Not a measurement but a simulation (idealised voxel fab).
The process module presented herein is designated voxel wiring stack.
Each square cell in cross-section cut measures 5 nm, and the section as a whole is 205 nm wide.
Notation: cross-section as square-cell grid; stated in bands, top first, going down; one or more cell rows per band.
What a band's entry tells you: where the top is and where the bottom is, as heights in nm, and after that what lies inside, material by material from left to right, each with its width in nm. Empty space is written as the word "air", and a single material marked with the word "throughout" occupies the band from edge to edge.
Heights are reckoned from 0. Under this level, the received wafer is all of one material. The bottommost band is open-ended downward, for example "top 0, no bottom".
You'd read "30 to 40" like this: the band's top row of cells is as wide as the first number, its bottom row is as wide as the second, and going down, every row changes width by the same amount as the row before did.
Step note "everything unchanged" = no cross-section cell changed.
So "Closed-off voids" is basically the list of trapped voids: any empty space of 8 cells or more that can't reach the top through an opening. They're written width x height at distance, the distance being from the left edge, and it's all nm.
Text after the settings on a step's line: the simulator's own remark on that step.
overlay nm: step with mask; distance mask lay right of planned place; negative value = left of planned place.
LISTED BELOW ARE THE PROCESS STEPS AS PLANNED
1 RECEIVE [material Si]
2 CONFORMAL_DEP [material SiO2] [thk nm 10]
3 DIRECTIONAL_DEP [material TiN] [thk nm 5]
4 DIRECTIONAL_DEP [material W] [thk nm 20]
5 DIRECTIONAL_DEP [material aC] [thk nm 15]
6 PATTERN [tone cover] [mask id METAL_1] [material resist] [width nm 30] [pitch nm 50] [thk nm 35] [overlay nm 0]
7 DIRECTIONAL_ETCH [etch materials aC] [depth nm 15]
8 STRIP [etch materials resist]
9 DIRECTIONAL_ETCH [etch materials W] [depth nm 20]
10 DIRECTIONAL_ETCH [etch materials TiN] [depth nm 5]
11 STRIP [etch materials aC]
12 FILL_DEP [material lowk] [thk nm 5]
13 CMP [height nm 35]
14 CONFORMAL_DEP [material SiCN] [thk nm 5]
15 DIRECTIONAL_DEP [material lowk] [thk nm 25]
16 MASKED_ETCH [tone open] [mask id METAL_2_HOLES] [width nm 15] [pitch nm 50] [etch materials lowk] [depth nm 25] [overlay nm 0]
17 MASKED_ETCH [tone open] [mask id METAL_2] [width nm 30] [pitch nm 50] [etch materials lowk] [depth nm 15] [overlay nm 0]
18 MASKED_ETCH [tone open] [mask id METAL_2] [width nm 30] [pitch nm 50] [etch materials SiCN] [depth nm 5] [overlay nm 0]
19 CONFORMAL_DEP [material TiN] [thk nm 5]
20 FILL_DEP [material Cu] [thk nm 5]
21 CMP [height nm 65]
22 CONFORMAL_DEP [material SiN] [thk nm 5]
STEP 1 COMPLETE: CROSS-SECTION OF THE WAFER AS RECEIVED
	top 0, no bottom  Si throughout
	Closed-off voids: none
SAME STARTING WAFER, SAME PLAN AS ABOVE, ONE MISTAKE IN THE EXECUTION; THIS IS THE CROSS-SECTION AT THE END OF THE MODULE
	top 70, bottom 65  SiN throughout
	top 65, bottom 55  lowk=60  TiN=5  Cu=20  TiN=5  lowk=20  TiN=5  Cu=20  TiN=5  lowk=65
	top 55, bottom 50  lowk=60  TiN=5  Cu=5  TiN=20  lowk=20  TiN=5  Cu=5  TiN=20  lowk=65
	top 50, bottom 40  lowk=60  TiN=5  Cu=5  TiN=5  lowk=35  TiN=5  Cu=5  TiN=5  lowk=80
	top 40, bottom 35  SiCN=60  TiN=15  SiCN=35  TiN=15  SiCN=80
	top 35, bottom 15  lowk=55  W=30  lowk=20  W=30  lowk=70
	top 15, bottom 10  lowk=55  TiN=30  lowk=20  TiN=30  lowk=70
	top 10, bottom 0  SiO2 throughout
	top 0, no bottom  Si throughout
	Closed-off voids: none
It is concluded that the wafer was processed incorrectly with respect to the plan, in that step 6 ran as: PATTERN [tone cover] [mask id METAL_1] [material resist] [width nm 30] [pitch nm 50] [thk nm 35] [overlay nm -5]
